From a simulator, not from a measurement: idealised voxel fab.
The following process module bears the name voxel spacer lines.
Square cells of 5 nm make up the cross-section cut, whose width is 250 nm.
If you're reading a cross-section in this doc, picture square cells in a grid; it comes to you as bands, top ones listed first down to the bottom, and a band can be one or more rows of cells. Read a band's entry like this: the first values are the height of its top and the height of its bottom in nm, and what follows is the sequence of materials from left to right, each with its width in nm. Note that "blank" is empty space, and that a single material marked "throughout" reaches across the band from edge to edge. Measure heights from 0. That's the level where, below it, the as-received wafer is all one material. The lowest band is bottomless and extends downward; write it as in "0 -> down". Width "30..40": first value at the band's top row of cells, second value at its bottom row, equal change from row to row. It should be understood that the words "all unchanged", when stated for a given step, signify that the cross-section underwent no change in any of its cells during that step. Closed-off voids of 8+ cells (no open route to the top) go in "Enclosed internal cavities", written width x height at distance from the left edge, in nm. Post-settings text on a step line: simulator's own remark regarding the step. overlay nm: on a step with a mask, how far right of its planned place the mask lay; negative means left.
[Process steps - plan]
- 1: RECEIVE, material Si
- 2: CONFORMAL_DEP, material Al2O3, thk nm 5
- 3: DIRECTIONAL_DEP, material SiN, thk nm 10
- 4: DIRECTIONAL_DEP, material aC, thk nm 20
- 5: PATTERN, tone cover, mask id MANDREL, material resist, width nm 15, pitch nm 50, thk nm 30, overlay nm -15
- 6: DIRECTIONAL_ETCH, etch materials aC, depth nm 20
- 7: STRIP, etch materials resist
- 8: CONFORMAL_DEP, material SiO2, thk nm 10
- 9: DIRECTIONAL_ETCH, etch materials SiO2, depth nm 10
- 10: STRIP, etch materials aC
- 11: DIRECTIONAL_ETCH, etch materials SiN, depth nm 10
- 12: STRIP, etch materials SiO2
- 13: FILL_DEP, material SiO2, thk nm 10
- 14: CMP, height nm 15
Heads up: all these wafers start the same, and what changes between them is the overlay nm in step 5. The value you see in the plan is just what the first wafer got.
[Cross-section: the first of several wafers in its as-received state, i.e. following step 1]
> 0 -> down: Si throughout
> Enclosed internal cavities: none
[Post step 14, the closing step of the module: first of several wafers, cross-sectioned]
> 15 -> 5: SiO2 (40)  SiN (10)  SiO2 (15)  SiN (10)  SiO2 (15)  SiN (10)  SiO2 (15)  SiN (10)  SiO2 (15)  SiN (10)  SiO2 (15)  SiN (10)  SiO2 (75)
> 5 -> 0: Al2O3 throughout
> 0 -> down: Si throughout
> Enclosed internal cavities: none
[At the end of the module, the last of several wafers in cross-section]
> 15 -> 5: SiO2 (70)  SiN (10)  SiO2 (15)  SiN (10)  SiO2 (15)  SiN (10)  SiO2 (15)  SiN (10)  SiO2 (15)  SiN (10)  SiO2 (15)  SiN (10)  SiO2 (45)
> 5 -> 0: Al2O3 throughout
> 0 -> down: Si throughout
> Enclosed internal cavities: none
[What follows is a table in which each wafer occupies a row; for the wafer as it stands at the close of the module, the row states, material by material, how many cells have been gained (+) or lost (-) since receipt, and then gives its closed voids]
overlay nm -15, +50 Al2O3, +24 SiN, +76 SiO2, Enclosed internal cavities: none
overlay nm -10, +50 Al2O3, +24 SiN, +76 SiO2, Enclosed internal cavities: none
overlay nm -5, +50 Al2O3, +24 SiN, +76 SiO2, Enclosed internal cavities: none
overlay nm 0, +50 Al2O3, +24 SiN, +76 SiO2, Enclosed internal cavities: none
overlay nm 5, +50 Al2O3, +24 SiN, +76 SiO2, Enclosed internal cavities: none
overlay nm 10, +50 Al2O3, +24 SiN, +76 SiO2, Enclosed internal cavities: none
overlay nm 15, +50 Al2O3, +24 SiN, +76 SiO2, Enclosed internal cavities: none
